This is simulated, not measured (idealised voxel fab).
Herein follows the process module entitled voxel wiring stack.
Displayed cross-section: cut, width of 245 nm, square cells sized 5 nm.
Cross-section format: a grid of square cells, given as bands from top to bottom; each band is one or more rows of cells. Within each band entry, the heights of the top and of the bottom of the band appear first, in that order and in nm; the materials of the band then follow from left to right, each with its corresponding width in nm. The designation "everywhere" on a single material indicates that it fills the band from edge to edge; the designation "blank" indicates empty space. Heights are measured from 0, the level below which the as-received wafer is all one material; the lowest band has no bottom and continues downward, written as in "from 0 down". Think of "30..40" as a width that walks from the first number to the second as you go down the band, top row to bottom row, taking equal-sized steps from row to row. "remains unaltered" for a step: no cell of the cross-section changed in that step. Closed-off voids of 8+ cells (no open route to the top) go in "Closed internal voids", written width x height at distance from the left edge, in nm. If you see something after the settings on a step's line, that's the simulator's own remark about that step. When a step includes a mask, the "overlay nm" setting on its line states how far to the right of its planned place that mask lay, and negative values state how far to the left. What follows is a series of pairs. Each pair shows a cross-section before one process step and the cross-section after it, and the after view is drawn only down to the lowest band that changed. Beneath each pair is the step that lies between the two, with its settings. Pairs may come from different runs of this module on the same starting wafer, so a pair continues from the one above it only where its entry headed "Preceding state" says so.
[Preceding state]
* from 120 to 105  resist 80 nm, blank 15 nm, resist 150 nm
* from 105 to 90  lowk 80 nm, blank 15 nm, resist 15 nm, lowk 20 nm, resist 30 nm, lowk 85 nm
* from 90 to 75  lowk everywhere
* from 75 to 70  SiCN everywhere
* from 70 to 60  lowk 80 nm, TiN 5 nm, Cu 25 nm, TiN 5 nm, lowk 15 nm, TiN 5 nm, Cu 25 nm, TiN 5 nm, lowk 80 nm
* from 60 to 55  lowk 80 nm, TiN 5 nm, Cu 5 nm, TiN 25 nm, lowk 15 nm, TiN 5 nm, Cu 5 nm, TiN 25 nm, lowk 80 nm
* from 55 to 40  lowk 80 nm, TiN 5 nm, Cu 5 nm, TiN 5 nm, lowk 35 nm, TiN 5 nm, Cu 5 nm, TiN 5 nm, lowk 100 nm
* from 40 to 35  SiCN 80 nm, TiN 15 nm, SiCN 35 nm, TiN 15 nm, SiCN 100 nm
* from 35 to 20  SiO2 80 nm, Ru 30 nm, SiO2 20 nm, Ru 30 nm, SiO2 85 nm
* from 20 to 15  SiO2 80 nm, TiN 30 nm, SiO2 20 nm, TiN 30 nm, SiO2 85 nm
* from 15 to 0  SiO2 everywhere
* from 0 down  Si everywhere
* Closed internal voids: none
[Post-Step Section View]
* from 120 to 105  resist 80 nm, blank 15 nm, resist 150 nm
* from 105 to 90  lowk 80 nm, blank 15 nm, resist 15 nm, lowk 20 nm, resist 30 nm, lowk 85 nm
* from 90 to 75  lowk 80 nm, blank 15 nm, lowk 150 nm
* Heights below 75 show no change.
* Closed internal voids: none
Which process step falls between the two cross-sections above? DIRECTIONAL_ETCH,etch materials lowk,depth nm 15
Preceding state: we pick up right where the pair above leaves off, with its after cross-section.
[Post-Step Section View]
* from 120 to 105  resist 80 nm, blank 15 nm, resist 150 nm
* from 105 to 90  lowk 80 nm, blank 15 nm, resist 15 nm, lowk 20 nm, resist 30 nm, lowk 85 nm
* from 90 to 75  lowk 80 nm, blank 15 nm, lowk 150 nm
* from 75 to 70  SiCN 80 nm, blank 15 nm, SiCN 150 nm
* Heights below 70 show no change.
* Closed internal voids: none
Which process step falls between the two cross-sections above? DIRECTIONAL_ETCH,etch materials SiCN,depth nm 5
Preceding state: we pick up right where the pair above leaves off, with its after cross-section.
[Post-Step Section View]
* from 105 to 90  lowk 80 nm, blank 30 nm, lowk 20 nm, blank 30 nm, lowk 85 nm
* Heights below 90 show no change.
* Closed internal voids: none
Which process step falls between the two cross-sections above? STRIP,etch materials resist
Preceding state: we pick up right where the pair above leaves off, with its after cross-section.
[Post-Step Section View]
* from 110 to 105  TiN 85 nm, blank 20 nm, TiN 30 nm, blank 20 nm, TiN 90 nm
* from 105 to 95  lowk 80 nm, TiN 5 nm, blank 20 nm, TiN 5 nm, lowk 20 nm, TiN 5 nm, blank 20 nm, TiN 5 nm, lowk 85 nm
* from 95 to 90  lowk 80 nm, TiN 5 nm, blank 5 nm, TiN 20 nm, lowk 20 nm, TiN 30 nm, lowk 85 nm
* from 90 to 75  lowk 80 nm, TiN 5 nm, blank 5 nm, TiN 5 nm, lowk 150 nm
* from 75 to 70  SiCN 80 nm, TiN 15 nm, SiCN 150 nm
* Heights below 70 show no change.
* Closed internal voids: none
Which process step falls between the two cross-sections above? CONFORMAL_DEP,material TiN,thk nm 5
Preceding state: we pick up right where the pair above leaves off, with its after cross-section.
[Post-Step Section View]
* from 120 to 110  Cu everywhere
* from 110 to 105  TiN 85 nm, Cu 20 nm, TiN 30 nm, Cu 20 nm, TiN 90 nm
* from 105 to 95  lowk 80 nm, TiN 5 nm, Cu 20 nm, TiN 5 nm, lowk 20 nm, TiN 5 nm, Cu 20 nm, TiN 5 nm, lowk 85 nm
* from 95 to 90  lowk 80 nm, TiN 5 nm, Cu 5 nm, TiN 20 nm, lowk 20 nm, TiN 30 nm, lowk 85 nm
* from 90 to 75  lowk 80 nm, TiN 5 nm, Cu 5 nm, TiN 5 nm, lowk 150 nm
* Heights below 75 show no change.
* Closed internal voids: none
Which process step falls between the two cross-sections above? FILL_DEP,material Cu,thk nm 10
Preceding state: we pick up right where the pair above leaves off, with its after cross-section.
[Post-Step Section View]
* from 105 to 95  lowk 80 nm, TiN 5 nm, Cu 20 nm, TiN 5 nm, lowk 20 nm, TiN 5 nm, Cu 20 nm, TiN 5 nm, lowk 85 nm
* Heights below 95 show no change.
* Closed internal voids: none
Which process step falls between the two cross-sections above? CMP,height nm 105
Preceding state: we pick up right where the pair above leaves off, with its after cross-section.
[Post-Step Section View]
* from 110 to 105  SiN everywhere
* Heights below 105 show no change.
* Closed internal voids: none
Which process step falls between the two cross-sections above? CONFORMAL_DEP,material SiN,thk nm 5
[Preceding state]
* from 70 to 55  lowk 80 nm, blank 30 nm, lowk 20 nm, blank 30 nm, lowk 85 nm
* from 55 to 40  lowk everywhere
* from 40 to 35  SiCN everywhere
* from 35 to 20  SiO2 80 nm, Ru 30 nm, SiO2 20 nm, Ru 30 nm, SiO2 85 nm
* from 20 to 15  SiO2 80 nm, TiN 30 nm, SiO2 20 nm, TiN 30 nm, SiO2 85 nm
* from 15 to 0  SiO2 everywhere
* from 0 down  Si everywhere
* Closed internal voids: none
[Post-Step Section View]
* from 85 to 70  resist 70 nm, blank 15 nm, resist 35 nm, blank 15 nm, resist 110 nm
* from 70 to 55  lowk 80 nm, blank 5 nm, resist 25 nm, lowk 20 nm, blank 5 nm, resist 25 nm, lowk 85 nm
* Heights below 55 show no change.
* Closed internal voids: none
Which process step falls between the two cross-sections above? PATTERN,tone open,mask id METAL_2_HOLES,material resist,width nm 15,pitch nm 50,thk nm 15,overlay nm -10
Preceding state: we pick up right where the pair above leaves off, with its after cross-section.
[Post-Step Section View]
* from 85 to 70  resist 70 nm, blank 15 nm, resist 35 nm, blank 15 nm, resist 110 nm
* from 70 to 55  lowk 70 nm, blank 15 nm, resist 25 nm, lowk 10 nm, blank 15 nm, resist 25 nm, lowk 85 nm
* from 55 to 40  lowk 80 nm, blank 5 nm, lowk 45 nm, blank 5 nm, lowk 110 nm
* Heights below 40 show no change.
* Closed internal voids: none
Which process step falls between the two cross-sections above? DIRECTIONAL_ETCH,etch materials lowk,depth nm 15
Preceding state: we pick up right where the pair above leaves off, with its after cross-section.
[Post-Step Section View]
* from 85 to 70  resist 70 nm, blank 15 nm, resist 35 nm, blank 15 nm, resist 110 nm
* from 70 to 55  lowk 70 nm, blank 15 nm, resist 25 nm, lowk 10 nm, blank 15 nm, resist 25 nm, lowk 85 nm
* from 55 to 40  lowk 80 nm, blank 5 nm, lowk 45 nm, blank 5 nm, lowk 110 nm
* from 40 to 35  SiCN 80 nm, blank 5 nm, SiCN 45 nm, blank 5 nm, SiCN 110 nm
* Heights below 35 show no change.
* Closed internal voids: none
Which process step falls between the two cross-sections above? DIRECTIONAL_ETCH,etch materials SiCN,depth nm 5
Preceding state: we pick up right where the pair above leaves off, with its after cross-section.
[Post-Step Section View]
* from 70 to 55  lowk 70 nm, blank 40 nm, lowk 10 nm, blank 40 nm, lowk 85 nm
* Heights below 55 show no change.
* Closed internal voids: none
Which process step falls between the two cross-sections above? STRIP,etch materials resist
Preceding state: we pick up right where the pair above leaves off, with its after cross-section.
[Post-Step Section View]
* from 75 to 70  TiN 75 nm, blank 30 nm, TiN 20 nm, blank 30 nm, TiN 90 nm
* from 70 to 60  lowk 70 nm, TiN 5 nm, blank 30 nm, TiN 5 nm, lowk 10 nm, TiN 5 nm, blank 30 nm, TiN 5 nm, lowk 85 nm
* from 60 to 55  lowk 70 nm, TiN 40 nm, lowk 10 nm, TiN 40 nm, lowk 85 nm
* from 55 to 40  lowk 80 nm, TiN 5 nm, lowk 45 nm, TiN 5 nm, lowk 110 nm
* from 40 to 35  SiCN 80 nm, TiN 5 nm, SiCN 45 nm, TiN 5 nm, SiCN 110 nm
* Heights below 35 show no change.
* Closed internal voids: none
Which process step falls between the two cross-sections above? CONFORMAL_DEP,material TiN,thk nm 5
Preceding state: we pick up right where the pair above leaves off, with its after cross-section.
[Post-Step Section View]
* from 85 to 75  Cu everywhere
* from 75 to 70  TiN 75 nm, Cu 30 nm, TiN 20 nm, Cu 30 nm, TiN 90 nm
* from 70 to 60  lowk 70 nm, TiN 5 nm, Cu 30 nm, TiN 5 nm, lowk 10 nm, TiN 5 nm, Cu 30 nm, TiN 5 nm, lowk 85 nm
* Heights below 60 show no change.
* Closed internal voids: none
Which process step falls between the two cross-sections above? FILL_DEP,material Cu,thk nm 10
Preceding state: we pick up right where the pair above leaves off, with its after cross-section.
[Post-Step Section View]
* from 70 to 60  lowk 70 nm, TiN 5 nm, Cu 30 nm, TiN 5 nm, lowk 10 nm, TiN 5 nm, Cu 30 nm, TiN 5 nm, lowk 85 nm
* Heights below 60 show no change.
* Closed internal voids: none
Which process step falls between the two cross-sections above? CMP,height nm 70
Preceding state: we pick up right where the pair above leaves off, with its after cross-section.
[Post-Step Section View]
* from 75 to 70  SiCN everywhere
* Heights below 70 show no change.
* Closed internal voids: none
Which process step falls between the two cross-sections above? CONFORMAL_DEP,material SiCN,thk nm 5
Preceding state: we pick up right where the pair above leaves off, with its after cross-section.
[Post-Step Section View]
* from 105 to 75  lowk everywhere
* Heights below 75 show no change.
* Closed internal voids: none
Which process step falls between the two cross-sections above? DIRECTIONAL_DEP,material lowk,thk nm 30
Preceding state: we pick up right where the pair above leaves off, with its after cross-section.
[Post-Step Section View]
* from 125 to 105  resist 80 nm, blank 30 nm, resist 20 nm, blank 30 nm, resist 85 nm
* Heights below 105 show no change.
* Closed internal voids: none
Which process step falls between the two cross-sections above? PATTERN,tone open,mask id METAL_3,material resist,width nm 30,pitch nm 50,thk nm 20,overlay nm 0
Preceding state: we pick up right where the pair above leaves off, with its after cross-section.
[Post-Step Section View]
* from 125 to 105  resist 80 nm, blank 30 nm, resist 20 nm, blank 30 nm, resist 85 nm
* from 105 to 90  lowk 80 nm, blank 30 nm, lowk 20 nm, blank 30 nm, lowk 85 nm
* Heights below 90 show no change.
* Closed internal voids: none
Which process step falls between the two cross-sections above? DIRECTIONAL_ETCH,etch materials lowk,depth nm 15
Preceding state: we pick up right where the pair above leaves off, with its after cross-section.
[Post-Step Section View]
* from 105 to 90  lowk 80 nm, blank 30 nm, lowk 20 nm, blank 30 nm, lowk 85 nm
* Heights below 90 show no change.
* Closed internal voids: none
Which process step falls between the two cross-sections above? STRIP,etch materials resist
Preceding state: we pick up right where the pair above leaves off, with its after cross-section.
[Post-Step Section View]
* from 120 to 105  resist 80 nm, blank 15 nm, resist 150 nm
* from 105 to 90  lowk 80 nm, blank 15 nm, resist 15 nm, lowk 20 nm, resist 30 nm, lowk 85 nm
* Heights below 90 show no change.
* Closed internal voids: none
Which process step falls between the two cross-sections above? PATTERN,tone open,mask id METAL_3_HOLES,material resist,width nm 15,thk nm 15,overlay nm 0
Preceding state: we pick up right where the pair above leaves off, with its after cross-section.
[Post-Step Section View]
* from 120 to 105  resist 80 nm, blank 15 nm, resist 150 nm
* from 105 to 90  lowk 80 nm, blank 15 nm, resist 15 nm, lowk 20 nm, resist 30 nm, lowk 85 nm
* from 90 to 75  lowk 80 nm, blank 15 nm, lowk 150 nm
* Heights below 75 show no change.
* Closed internal voids: none
Which process step falls between the two cross-sections above? DIRECTIONAL_ETCH,etch materials lowk,depth nm 15
Preceding state: we pick up right where the pair above leaves off, with its after cross-section.
[Post-Step Section View]
* from 120 to 105  resist 80 nm, blank 15 nm, resist 150 nm
* from 105 to 90  lowk 80 nm, blank 15 nm, resist 15 nm, lowk 20 nm, resist 30 nm, lowk 85 nm
* from 90 to 75  lowk 80 nm, blank 15 nm, lowk 150 nm
* from 75 to 70  SiCN 80 nm, blank 15 nm, SiCN 150 nm
* Heights below 70 show no change.
* Closed internal voids: none
Which process step falls between the two cross-sections above? DIRECTIONAL_ETCH,etch materials SiCN,depth nm 5
Preceding state: we pick up right where the pair above leaves off, with its after cross-section.
[Post-Step Section View]
* from 105 to 90  lowk 80 nm, blank 30 nm, lowk 20 nm, blank 30 nm, lowk 85 nm
* Heights below 90 show no change.
* Closed internal voids: none
Which process step falls between the two cross-sections above? STRIP,etch materials resist
Preceding state: we pick up right where the pair above leaves off, with its after cross-section.
[Post-Step Section View]
* from 110 to 105  TiN 85 nm, blank 20 nm, TiN 30 nm, blank 20 nm, TiN 90 nm
* from 105 to 95  lowk 80 nm, TiN 5 nm, blank 20 nm, TiN 5 nm, lowk 20 nm, TiN 5 nm, blank 20 nm, TiN 5 nm, lowk 85 nm
* from 95 to 90  lowk 80 nm, TiN 5 nm, blank 5 nm, TiN 20 nm, lowk 20 nm, TiN 30 nm, lowk 85 nm
* from 90 to 75  lowk 80 nm, TiN 5 nm, blank 5 nm, TiN 5 nm, lowk 150 nm
* from 75 to 70  SiCN 80 nm, TiN 15 nm, SiCN 150 nm
* Heights below 70 show no change.
* Closed internal voids: none
Which process step falls between the two cross-sections above? CONFORMAL_DEP,material TiN,thk nm 5
Preceding state: we pick up right where the pair above leaves off, with its after cross-section.
[Post-Step Section View]
* from 120 to 110  Cu everywhere
* from 110 to 105  TiN 85 nm, Cu 20 nm, TiN 30 nm, Cu 20 nm, TiN 90 nm
* from 105 to 95  lowk 80 nm, TiN 5 nm, Cu 20 nm, TiN 5 nm, lowk 20 nm, TiN 5 nm, Cu 20 nm, TiN 5 nm, lowk 85 nm
* from 95 to 90  lowk 80 nm, TiN 5 nm, Cu 5 nm, TiN 20 nm, lowk 20 nm, TiN 30 nm, lowk 85 nm
* from 90 to 75  lowk 80 nm, TiN 5 nm, Cu 5 nm, TiN 5 nm, lowk 150 nm
* Heights below 75 show no change.
* Closed internal voids: none
Which process step falls between the two cross-sections above? FILL_DEP,material Cu,thk nm 10
Preceding state: we pick up right where the pair above leaves off, with its after cross-section.
[Post-Step Section View]
* from 105 to 95  lowk 80 nm, TiN 5 nm, Cu 20 nm, TiN 5 nm, lowk 20 nm, TiN 5 nm, Cu 20 nm, TiN 5 nm, lowk 85 nm
* Heights below 95 show no change.
* Closed internal voids: none
Which process step falls between the two cross-sections above? CMP,height nm 105
Preceding state: we pick up right where the pair above leaves off, with its after cross-section.
[Post-Step Section View]
* from 110 to 105  SiN everywhere
* Heights below 105 show no change.
* Closed internal voids: none
Which process step falls between the two cross-sections above? CONFORMAL_DEP,material SiN,thk nm 5
[Preceding state]
* from 35 to 20  blank 80 nm, Ru 30 nm, blank 20 nm, Ru 30 nm, blank 85 nm
* from 20 to 15  blank 80 nm, TiN 30 nm, blank 20 nm, TiN 30 nm, blank 85 nm
* from 15 to 0  SiO2 everywhere
* from 0 down  Si everywhere
* Closed internal voids: none
[Post-Step Section View]
* from 40 to 35  TiN everywhere
* from 35 to 20  TiN 80 nm, Ru 30 nm, TiN 20 nm, Ru 30 nm, TiN 85 nm
* from 20 to 15  TiN everywhere
* Heights below 15 show no change.
* Closed internal voids: none
Which process step falls between the two cross-sections above? FILL_DEP,material TiN,thk nm 5
Preceding state: we pick up right where the pair above leaves off, with its after cross-section.
[Post-Step Section View]
* from 35 to 20  TiN 80 nm, Ru 30 nm, TiN 20 nm, Ru 30 nm, TiN 85 nm
* Heights below 20 show no change.
* Closed internal voids: none
Which process step falls between the two cross-sections above? CMP,height nm 35
Preceding state: we pick up right where the pair above leaves off, with its after cross-section.
[Post-Step Section View]
* from 40 to 35  SiCN everywhere
* Heights below 35 show no change.
* Closed internal voids: none
Which process step falls between the two cross-sections above? CONFORMAL_DEP,material SiCN,thk nm 5
Preceding state: we pick up right where the pair above leaves off, with its after cross-section.
[Post-Step Section View]
* from 70 to 40  lowk everywhere
* Heights below 40 show no change.
* Closed internal voids: none
Which process step falls between the two cross-sections above? DIRECTIONAL_DEP,material lowk,thk nm 30
Preceding state: we pick up right where the pair above leaves off, with its after cross-section.
[Post-Step Section View]
* from 85 to 70  resist 80 nm, blank 30 nm, resist 20 nm, blank 30 nm, resist 85 nm
* Heights below 70 show no change.
* Closed internal voids: none
Which process step falls between the two cross-sections above? PATTERN,tone open,mask id METAL_2,material resist,width nm 30,pitch nm 50,thk nm 15,overlay nm 0
Preceding state: we pick up right where the pair above leaves off, with its after cross-section.
[Post-Step Section View]
* from 85 to 70  resist 80 nm, blank 30 nm, resist 20 nm, blank 30 nm, resist 85 nm
* from 70 to 55  lowk 80 nm, blank 30 nm, lowk 20 nm, blank 30 nm, lowk 85 nm
* Heights below 55 show no change.
* Closed internal voids: none
Which process step falls between the two cross-sections above? DIRECTIONAL_ETCH,etch materials lowk,depth nm 15
Preceding state: we pick up right where the pair above leaves off, with its after cross-section.
[Post-Step Section View]
* from 70 to 55  lowk 80 nm, blank 30 nm, lowk 20 nm, blank 30 nm, lowk 85 nm
* Heights below 55 show no change.
* Closed internal voids: none
Which process step falls between the two cross-sections above? STRIP,etch materials resist
Preceding state: we pick up right where the pair above leaves off, with its after cross-section.
[Post-Step Section View]
* from 85 to 70  resist 80 nm, blank 15 nm, resist 35 nm, blank 15 nm, resist 100 nm
* from 70 to 55  lowk 80 nm, blank 15 nm, resist 15 nm, lowk 20 nm, blank 15 nm, resist 15 nm, lowk 85 nm
* Heights below 55 show no change.
* Closed internal voids: none
Which process step falls between the two cross-sections above? PATTERN,tone open,mask id METAL_2_HOLES,material resist,width nm 15,pitch nm 50,thk nm 15,overlay nm 0
Preceding state: we pick up right where the pair above leaves off, with its after cross-section.
[Post-Step Section View]
* from 85 to 70  resist 80 nm, blank 15 nm, resist 35 nm, blank 15 nm, resist 100 nm
* from 70 to 55  lowk 80 nm, blank 15 nm, resist 15 nm, lowk 20 nm, blank 15 nm, resist 15 nm, lowk 85 nm
* from 55 to 40  lowk 80 nm, blank 15 nm, lowk 35 nm, blank 15 nm, lowk 100 nm
* Heights below 40 show no change.
* Closed internal voids: none
Which process step falls between the two cross-sections above? DIRECTIONAL_ETCH,etch materials lowk,depth nm 15
Preceding state: we pick up right where the pair above leaves off, with its after cross-section.
[Post-Step Section View]
* from 85 to 70  resist 80 nm, blank 15 nm, resist 35 nm, blank 15 nm, resist 100 nm
* from 70 to 55  lowk 80 nm, blank 15 nm, resist 15 nm, lowk 20 nm, blank 15 nm, resist 15 nm, lowk 85 nm
* from 55 to 40  lowk 80 nm, blank 15 nm, lowk 35 nm, blank 15 nm, lowk 100 nm
* from 40 to 35  SiCN 80 nm, blank 15 nm, SiCN 35 nm, blank 15 nm, SiCN 100 nm
* Heights below 35 show no change.
* Closed internal voids: none
Which process step falls between the two cross-sections above? DIRECTIONAL_ETCH,etch materials SiCN,depth nm 5
Preceding state: we pick up right where the pair above leaves off, with its after cross-section.
[Post-Step Section View]
* from 70 to 55  lowk 80 nm, blank 30 nm, lowk 20 nm, blank 30 nm, lowk 85 nm
* Heights below 55 show no change.
* Closed internal voids: none
Which process step falls between the two cross-sections above? STRIP,etch materials resist
Preceding state: we pick up right where the pair above leaves off, with its after cross-section.
[Post-Step Section View]
* from 75 to 70  TiN 85 nm, blank 20 nm, TiN 30 nm, blank 20 nm, TiN 90 nm
* from 70 to 60  lowk 80 nm, TiN 5 nm, blank 20 nm, TiN 5 nm, lowk 20 nm, TiN 5 nm, blank 20 nm, TiN 5 nm, lowk 85 nm
* from 60 to 55  lowk 80 nm, TiN 5 nm, blank 5 nm, TiN 20 nm, lowk 20 nm, TiN 5 nm, blank 5 nm, TiN 20 nm, lowk 85 nm
* from 55 to 40  lowk 80 nm, TiN 5 nm, blank 5 nm, TiN 5 nm, lowk 35 nm, TiN 5 nm, blank 5 nm, TiN 5 nm, lowk 100 nm
* from 40 to 35  SiCN 80 nm, TiN 15 nm, SiCN 35 nm, TiN 15 nm, SiCN 100 nm
* Heights below 35 show no change.
* Closed internal voids: none
Which process step falls between the two cross-sections above? CONFORMAL_DEP,material TiN,thk nm 5
Preceding state: we pick up right where the pair above leaves off, with its after cross-section.
[Post-Step Section View]
* from 85 to 75  Cu everywhere
* from 75 to 70  TiN 85 nm, Cu 20 nm, TiN 30 nm, Cu 20 nm, TiN 90 nm
* from 70 to 60  lowk 80 nm, TiN 5 nm, Cu 20 nm, TiN 5 nm, lowk 20 nm, TiN 5 nm, Cu 20 nm, TiN 5 nm, lowk 85 nm
* from 60 to 55  lowk 80 nm, TiN 5 nm, Cu 5 nm, TiN 20 nm, lowk 20 nm, TiN 5 nm, Cu 5 nm, TiN 20 nm, lowk 85 nm
* from 55 to 40  lowk 80 nm, TiN 5 nm, Cu 5 nm, TiN 5 nm, lowk 35 nm, TiN 5 nm, Cu 5 nm, TiN 5 nm, lowk 100 nm
* Heights below 40 show no change.
* Closed internal voids: none
Which process step falls between the two cross-sections above? FILL_DEP,material Cu,thk nm 10
Preceding state: we pick up right where the pair above leaves off, with its after cross-section.
[Post-Step Section View]
* from 70 to 60  lowk 80 nm, TiN 5 nm, Cu 20 nm, TiN 5 nm, lowk 20 nm, TiN 5 nm, Cu 20 nm, TiN 5 nm, lowk 85 nm
* Heights below 60 show no change.
* Closed internal voids: none
Which process step falls between the two cross-sections above? CMP,height nm 70
Preceding state: we pick up right where the pair above leaves off, with its after cross-section.
[Post-Step Section View]
* from 75 to 70  SiCN everywhere
* Heights below 70 show no change.
* Closed internal voids: none
Which process step falls between the two cross-sections above? CONFORMAL_DEP,material SiCN,thk nm 5
Preceding state: we pick up right where the pair above leaves off, with its after cross-section.
[Post-Step Section View]
* from 105 to 75  lowk everywhere
* Heights below 75 show no change.
* Closed internal voids: none
Which process step falls between the two cross-sections above? DIRECTIONAL_DEP,material lowk,thk nm 30
Preceding state: we pick up right where the pair above leaves off, with its after cross-section.
[Post-Step Section View]
* from 125 to 105  resist 80 nm, blank 30 nm, resist 20 nm, blank 30 nm, resist 85 nm
* Heights below 105 show no change.
* Closed internal voids: none
Which process step falls between the two cross-sections above? PATTERN,tone open,mask id METAL_3,material resist,width nm 30,pitch nm 50,thk nm 20,overlay nm 0
Preceding state: we pick up right where the pair above leaves off, with its after cross-section.
[Post-Step Section View]
* from 125 to 105  resist 80 nm, blank 30 nm, resist 20 nm, blank 30 nm, resist 85 nm
* from 105 to 90  lowk 80 nm, blank 30 nm, lowk 20 nm, blank 30 nm, lowk 85 nm
* Heights below 90 show no change.
* Closed internal voids: none
Which process step falls between the two cross-sections above? DIRECTIONAL_ETCH,etch materials lowk,depth nm 15
Preceding state: we pick up right where the pair above leaves off, with its after cross-section.
[Post-Step Section View]
* from 105 to 90  lowk 80 nm, blank 30 nm, lowk 20 nm, blank 30 nm, lowk 85 nm
* Heights below 90 show no change.
* Closed internal voids: none
Which process step falls between the two cross-sections above? STRIP,etch materials resist
Preceding state: we pick up right where the pair above leaves off, with its after cross-section.
[Post-Step Section View]
* from 120 to 105  resist 80 nm, blank 15 nm, resist 150 nm
* from 105 to 90  lowk 80 nm, blank 15 nm, resist 15 nm, lowk 20 nm, resist 30 nm, lowk 85 nm
* Heights below 90 show no change.
* Closed internal voids: none
Which process step falls between the two cross-sections above? PATTERN,tone open,mask id METAL_3_HOLES,material resist,width nm 15,thk nm 15,overlay nm 0
Preceding state: we pick up right where the pair above leaves off, with its after cross-section.
[Post-Step Section View]
* from 120 to 105  resist 80 nm, blank 15 nm, resist 150 nm
* from 105 to 90  lowk 80 nm, blank 15 nm, resist 15 nm, lowk 20 nm, resist 30 nm, lowk 85 nm
* from 90 to 75  lowk 80 nm, blank 15 nm, lowk 150 nm
* Heights below 75 show no change.
* Closed internal voids: none
Which process step falls between the two cross-sections above? DIRECTIONAL_ETCH,etch materials lowk,depth nm 15
Preceding state: we pick up right where the pair above leaves off, with its after cross-section.
[Post-Step Section View]
* from 120 to 105  resist 80 nm, blank 15 nm, resist 150 nm
* from 105 to 90  lowk 80 nm, blank 15 nm, resist 15 nm, lowk 20 nm, resist 30 nm, lowk 85 nm
* from 90 to 75  lowk 80 nm, blank 15 nm, lowk 150 nm
* from 75 to 70  SiCN 80 nm, blank 15 nm, SiCN 150 nm
* Heights below 70 show no change.
* Closed internal voids: none
Which process step falls between the two cross-sections above? DIRECTIONAL_ETCH,etch materials SiCN,depth nm 5
Preceding state: we pick up right where the pair above leaves off, with its after cross-section.
[Post-Step Section View]
* from 105 to 90  lowk 80 nm, blank 30 nm, lowk 20 nm, blank 30 nm, lowk 85 nm
* Heights below 90 show no change.
* Closed internal voids: none
Which process step falls between the two cross-sections above? STRIP,etch materials resist
Preceding state: we pick up right where the pair above leaves off, with its after cross-section.
[Post-Step Section View]
* from 110 to 105  TiN 85 nm, blank 20 nm, TiN 30 nm, blank 20 nm, TiN 90 nm
* from 105 to 95  lowk 80 nm, TiN 5 nm, blank 20 nm, TiN 5 nm, lowk 20 nm, TiN 5 nm, blank 20 nm, TiN 5 nm, lowk 85 nm
* from 95 to 90  lowk 80 nm, TiN 5 nm, blank 5 nm, TiN 20 nm, lowk 20 nm, TiN 30 nm, lowk 85 nm
* from 90 to 75  lowk 80 nm, TiN 5 nm, blank 5 nm, TiN 5 nm, lowk 150 nm
* from 75 to 70  SiCN 80 nm, TiN 15 nm, SiCN 150 nm
* Heights below 70 show no change.
* Closed internal voids: none
Which process step falls between the two cross-sections above? CONFORMAL_DEP,material TiN,thk nm 5
Preceding state: we pick up right where the pair above leaves off, with its after cross-section.
[Post-Step Section View]
* from 120 to 110  Cu everywhere
* from 110 to 105  TiN 85 nm, Cu 20 nm, TiN 30 nm, Cu 20 nm, TiN 90 nm
* from 105 to 95  lowk 80 nm, TiN 5 nm, Cu 20 nm, TiN 5 nm, lowk 20 nm, TiN 5 nm, Cu 20 nm, TiN 5 nm, lowk 85 nm
* from 95 to 90  lowk 80 nm, TiN 5 nm, Cu 5 nm, TiN 20 nm, lowk 20 nm, TiN 30 nm, lowk 85 nm
* from 90 to 75  lowk 80 nm, TiN 5 nm, Cu 5 nm, TiN 5 nm, lowk 150 nm
* Heights below 75 show no change.
* Closed internal voids: none
Which process step falls between the two cross-sections above? FILL_DEP,material Cu,thk nm 10
Preceding state: we pick up right where the pair above leaves off, with its after cross-section.
[Post-Step Section View]
* from 105 to 95  lowk 80 nm, TiN 5 nm, Cu 20 nm, TiN 5 nm, lowk 20 nm, TiN 5 nm, Cu 20 nm, TiN 5 nm, lowk 85 nm
* Heights below 95 show no change.
* Closed internal voids: none
Which process step falls between the two cross-sections above? CMP,height nm 105
Preceding state: we pick up right where the pair above leaves off, with its after cross-section.
[Post-Step Section View]
* from 110 to 105  SiN everywhere
* Heights below 105 show no change.
* Closed internal voids: none
Which process step falls between the two cross-sections above? CONFORMAL_DEP,material SiN,thk nm 5
[Preceding state]
* from 70 to 55  lowk 80 nm, blank 30 nm, lowk 20 nm, blank 30 nm, lowk 85 nm
* from 55 to 40  lowk everywhere
* from 40 to 35  SiCN everywhere
* from 35 to 20  SiO2 80 nm, Ru 30 nm, SiO2 20 nm, Ru 30 nm, SiO2 85 nm
* from 20 to 15  SiO2 80 nm, TiN 30 nm, SiO2 20 nm, TiN 30 nm, SiO2 85 nm
* from 15 to 0  SiO2 everywhere
* from 0 down  Si everywhere
* Closed internal voids: none
[Post-Step Section View]
* from 85 to 70  blank 80 nm, resist 15 nm, blank 35 nm, resist 15 nm, blank 100 nm
* from 70 to 55  lowk 80 nm, resist 15 nm, blank 15 nm, lowk 20 nm, resist 15 nm, blank 15 nm, lowk 85 nm
* Heights below 55 show no change.
* Closed internal voids: none
Which process step falls between the two cross-sections above? PATTERN,tone cover,mask id METAL_2_HOLES,material resist,width nm 15,pitch nm 50,thk nm 15,overlay nm 0
Preceding state: we pick up right where the pair above leaves off, with its after cross-section.
[Post-Step Section View]
* from 85 to 55  blank 80 nm, resist 15 nm, blank 35 nm, resist 15 nm, blank 100 nm
* from 55 to 40  lowk 95 nm, blank 15 nm, lowk 35 nm, blank 15 nm, lowk 85 nm
* Heights below 40 show no change.
* Closed internal voids: none
Which process step falls between the two cross-sections above? DIRECTIONAL_ETCH,etch materials lowk,depth nm 15
Preceding state: we pick up right where the pair above leaves off, with its after cross-section.
[Post-Step Section View]
* from 85 to 55  blank 80 nm, resist 15 nm, blank 35 nm, resist 15 nm, blank 100 nm
* from 55 to 40  lowk 95 nm, blank 15 nm, lowk 35 nm, blank 15 nm, lowk 85 nm
* from 40 to 35  SiCN 95 nm, blank 15 nm, SiCN 35 nm, blank 15 nm, SiCN 85 nm
* Heights below 35 show no change.
* Closed internal voids: none
Which process step falls between the two cross-sections above? DIRECTIONAL_ETCH,etch materials SiCN,depth nm 5
Preceding state: we pick up right where the pair above leaves off, with its after cross-section.
[Post-Step Section View]
* from 55 to 40  lowk 95 nm, blank 15 nm, lowk 35 nm, blank 15 nm, lowk 85 nm
* Heights below 40 show no change.
* Closed internal voids: none
Which process step falls between the two cross-sections above? STRIP,etch materials resist
